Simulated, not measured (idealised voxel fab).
Herein follows the process module entitled voxel tone inversion.
It is cross-section cut that appears here, measuring 265 nm in width, its square cells being 5 nm in size.
We lay out every cross-section as a grid of square cells and spell it out in bands from the top down, where one band means one or more rows of cells.
A band entry consists of two parts. The first gives the height of the band's top and the height of its bottom, in nm. The rest lists the band's materials from left to right, each with its width in nm. A single material labelled with the word "everywhere" fills the band from edge to edge, and the word "empty" marks empty space.
For the purposes of this specification, 0 denotes the height below which the wafer in its as-received condition is composed wholly of one material, and the lowermost band, lacking a lower limit, extends downward without end, as expressed in "0 -> down".
Width spec "30..40" -> top row of cells at first value, bottom row at second value, equal per-row change in between.
"no change occurred" for a step: no cell of the cross-section changed in that step.
Heads up: "Trapped cavities" only lists the empty pockets with no open path to the top that are 8 cells or more, and it writes them as width x height at distance, distance from the left edge, in nm.
Step line, after settings: the simulator's comment on this step.
Regarding "overlay nm": on a step with a mask, it is the distance the mask lay to the right of its planned place; a negative value places it to the left.
## Process steps (planned)
1: RECEIVE: material Si
2: CONFORMAL_DEP: material SiN, thk nm 10
3: DIRECTIONAL_DEP: material polySi, thk nm 20
4: PATTERN: tone cover, mask id POSTS, material resist, width nm 15, pitch nm 40, thk nm 30, overlay nm 0
5: DIRECTIONAL_ETCH: etch materials polySi, depth nm 10
6: STRIP: etch materials resist
7: FILL_DEP: material lowk, thk nm 10
8: CMP: height nm 30
9: STRIP: etch materials polySi
What sets these wafers apart? The depth nm at step 5. They all start alike, and the plan carries the first wafer's value.
## First of several wafers, received after step 1, in cross-section
    0 -> down: Si everywhere
    Trapped cavities: none
## Cross-section, first of several wafers, end of module, after last step 9
    10 -> 0: SiN everywhere
    0 -> down: Si everywhere
    Trapped cavities: none
## Final wafer of several, shown in cross-section at the end of the module
    30 -> 10: 65 nm lowk, then 15 nm empty, then 25 nm lowk, then 15 nm empty, then 25 nm lowk, then 15 nm empty, then 25 nm lowk, then 15 nm empty, then 65 nm lowk
    10 -> 0: SiN everywhere
    0 -> down: Si everywhere
    Trapped cavities: none
## End of module, by wafer: material-by-material cell gain (+) or loss (-) since receipt, then closed voids
depth nm 10; +106 SiN; Trapped cavities: none
depth nm 15; +106 SiN; Trapped cavities: none
depth nm 20; +106 SiN; +164 lowk; Trapped cavities: none
depth nm 25; +106 SiN; +164 lowk; Trapped cavities: none
depth nm 30; +106 SiN; +164 lowk; Trapped cavities: none
depth nm 35; +106 SiN; +164 lowk; Trapped cavities: none
